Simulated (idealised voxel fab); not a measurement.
voxel released beams: a process module
Section shown: cut. Width: 255 nm. Cell size: 5 nm, square.
When this document writes out a cross-section, it uses a grid of square cells and lists it as bands, beginning at the top and moving down, with a band standing for one or more rows of cells.
In this notation a band is specified by the heights of its top and bottom, in that order and in nm, after which its materials appear from left to right, each paired with its width in nm. The word "everywhere" attached to a single material means that material fills the band from edge to edge; the word "blank" stands for empty space.
Height 0 is the level under which the wafer as received is all one material. The lowest band goes on downwards, as in "z 0 and below".
You'd read "30 to 40" like this: the band's top row of cells is as wide as the first number, its bottom row is as wide as the second, and going down, every row changes width by the same amount as the row before did.
It should be understood that the words "no alterations made", when stated for a given step, signify that the cross-section underwent no change in any of its cells during that step.
Listed in "Voids lacking openings": every empty space of 8 or more cells without an open way to the top. Form: width x height at distance, the distance being from the left edge, all in nm.
Post-settings text on a step line: simulator's own remark regarding the step.
overlay nm: right-of-plan distance of the mask on a masked step; negative values mean left-of-plan.
## Steps planned for the process
step 1: RECEIVE, material Si
step 2: CONFORMAL_DEP, material Al2O3, thk nm 5
step 3: DIRECTIONAL_DEP, material SiO2, thk nm 15
step 4: MASKED_ETCH, tone open, mask id ANCHOR, width nm 35, etch materials SiO2, depth nm 15, overlay nm 0
step 5: CONFORMAL_DEP, material W, thk nm 10
step 6: DIRECTIONAL_DEP, material aC, thk nm 10
step 7: PATTERN, tone cover, mask id BEAM, material resist, width nm 95, thk nm 30, overlay nm 0
step 8: DIRECTIONAL_ETCH, etch materials aC, depth nm 10
step 9: STRIP, etch materials resist
step 10: DIRECTIONAL_ETCH, etch materials W, depth nm 10
step 11: STRIP, etch materials aC
step 12: STRIP, etch materials SiO2
## First wafer of two (run as planned)
## So this is the incoming wafer in cross-section - it's already been through step 1
- z 0 and below = Si everywhere
- Voids lacking openings: none
## Wafer xsec, post step 2
- z 5 to 0 = Al2O3 everywhere
- Lower than 0, everything is as it was.
## Wafer xsec, post step 3
- z 20 to 5 = SiO2 everywhere
- Lower than 5, everything is as it was.
## Wafer xsec, post step 4
- z 20 to 5 = 80 nm SiO2 / 35 nm blank / 140 nm SiO2
- Lower than 5, everything is as it was.
## Wafer xsec, post step 5
- z 30 to 20 = 90 nm W / 15 nm blank / 150 nm W
- z 20 to 15 = 80 nm SiO2 / 10 nm W / 15 nm blank / 10 nm W / 140 nm SiO2
- z 15 to 5 = 80 nm SiO2 / 35 nm W / 140 nm SiO2
- Lower than 5, everything is as it was.
## Wafer xsec, post step 6
- z 40 to 30 = 90 nm aC / 15 nm blank / 150 nm aC
- z 30 to 25 = 90 nm W / 15 nm blank / 150 nm W
- z 25 to 20 = 90 nm W / 15 nm aC / 150 nm W
- z 20 to 15 = 80 nm SiO2 / 10 nm W / 15 nm aC / 10 nm W / 140 nm SiO2
- Lower than 15, everything is as it was.
## Wafer xsec, post step 7
- z 70 to 40 = 75 nm blank / 95 nm resist / 85 nm blank
- z 40 to 30 = 90 nm aC / 15 nm resist / 150 nm aC
- z 30 to 25 = 90 nm W / 15 nm resist / 150 nm W
- Lower than 25, everything is as it was.
## Wafer xsec, post step 8
- z 60 to 40 = 75 nm blank / 95 nm resist / 85 nm blank
- z 40 to 30 = 75 nm blank / 15 nm aC / 15 nm resist / 65 nm aC / 85 nm blank
- Lower than 30, everything is as it was.
## Wafer xsec, post step 9
- z 40 to 30 = 75 nm blank / 15 nm aC / 15 nm blank / 65 nm aC / 85 nm blank
- z 30 to 25 = 90 nm W / 15 nm blank / 150 nm W
- Lower than 25, everything is as it was.
## Wafer xsec, post step 10
- z 40 to 30 = 75 nm blank / 15 nm aC / 15 nm blank / 65 nm aC / 85 nm blank
- z 30 to 25 = 75 nm blank / 15 nm W / 15 nm blank / 65 nm W / 85 nm blank
- z 25 to 20 = 75 nm blank / 15 nm W / 15 nm aC / 65 nm W / 85 nm blank
- Lower than 20, everything is as it was.
## Wafer xsec, post step 11
- z 30 to 20 = 75 nm blank / 15 nm W / 15 nm blank / 65 nm W / 85 nm blank
- z 20 to 15 = 80 nm SiO2 / 10 nm W / 15 nm blank / 10 nm W / 140 nm SiO2
- Lower than 15, everything is as it was.
## Wafer xsec, post step 12
- z 30 to 20 = 75 nm blank / 15 nm W / 15 nm blank / 65 nm W / 85 nm blank
- z 20 to 15 = 80 nm blank / 10 nm W / 15 nm blank / 10 nm W / 140 nm blank
- z 15 to 5 = 80 nm blank / 35 nm W / 140 nm blank
- Lower than 5, everything is as it was.
## The second wafer: identical to the first at the outset and in its planned sequence, differing only in that one mistake was made during processing; up to and including step 3, its path is the first wafer's path
## Second wafer: cross-section at the scheduled end of step 4
- z 20 to 5 = 80 nm blank / 35 nm SiO2 / 140 nm blank
- Lower than 5, everything is as it was.
## Second wafer: cross-section at the scheduled end of step 5
- z 30 to 20 = 70 nm blank / 55 nm W / 130 nm blank
- z 20 to 15 = 70 nm blank / 10 nm W / 35 nm SiO2 / 10 nm W / 130 nm blank
- z 15 to 5 = 80 nm W / 35 nm SiO2 / 140 nm W
- Lower than 5, everything is as it was.
## Second wafer: cross-section at the scheduled end of step 6
- z 40 to 30 = 70 nm blank / 55 nm aC / 130 nm blank
- z 30 to 25 = 70 nm blank / 55 nm W / 130 nm blank
- z 25 to 20 = 70 nm aC / 55 nm W / 130 nm aC
- z 20 to 15 = 70 nm aC / 10 nm W / 35 nm SiO2 / 10 nm W / 130 nm aC
- Lower than 15, everything is as it was.
## Second wafer: cross-section at the scheduled end of step 7
- z 70 to 40 = 75 nm blank / 95 nm resist / 85 nm blank
- z 40 to 30 = 70 nm blank / 55 nm aC / 45 nm resist / 85 nm blank
- z 30 to 25 = 70 nm blank / 55 nm W / 45 nm resist / 85 nm blank
- Lower than 25, everything is as it was.
## Second wafer: cross-section at the scheduled end of step 8
- z 60 to 40 = 75 nm blank / 95 nm resist / 85 nm blank
- z 40 to 30 = 75 nm blank / 50 nm aC / 45 nm resist / 85 nm blank
- z 30 to 25 = 70 nm blank / 55 nm W / 45 nm resist / 85 nm blank
- z 25 to 20 = 70 nm blank / 55 nm W / 45 nm aC / 85 nm blank
- z 20 to 15 = 70 nm blank / 10 nm W / 35 nm SiO2 / 10 nm W / 45 nm aC / 85 nm blank
- Lower than 15, everything is as it was.
## Second wafer: cross-section at the scheduled end of step 9
- z 40 to 30 = 75 nm blank / 50 nm aC / 130 nm blank
- z 30 to 25 = 70 nm blank / 55 nm W / 130 nm blank
- Lower than 25, everything is as it was.
## Second wafer: cross-section at the scheduled end of step 10
- z 40 to 30 = 75 nm blank / 50 nm aC / 130 nm blank
- z 30 to 25 = 75 nm blank / 50 nm W / 130 nm blank
- z 25 to 20 = 75 nm blank / 50 nm W / 45 nm aC / 85 nm blank
- z 20 to 15 = 70 nm blank / 10 nm W / 35 nm SiO2 / 10 nm W / 45 nm aC / 85 nm blank
- z 15 to 5 = 70 nm blank / 10 nm W / 35 nm SiO2 / 55 nm W / 85 nm blank
- Lower than 5, everything is as it was.
## Second wafer: cross-section at the scheduled end of step 11
- z 30 to 20 = 75 nm blank / 50 nm W / 130 nm blank
- z 20 to 15 = 70 nm blank / 10 nm W / 35 nm SiO2 / 10 nm W / 130 nm blank
- Lower than 15, everything is as it was.
Second wafer: cross-section at the scheduled end of step 12: no alterations made
It is concluded that the wafer was processed incorrectly with respect to the plan, in that step 4, actual vs plan mismatch, actual run MASKED_ETCH, tone cover, mask id ANCHOR, width nm 35, etch materials SiO2, depth nm 15, overlay nm 0
Final difference in cells, second wafer against first, listed per material as more or fewer: 21 more of SiO2
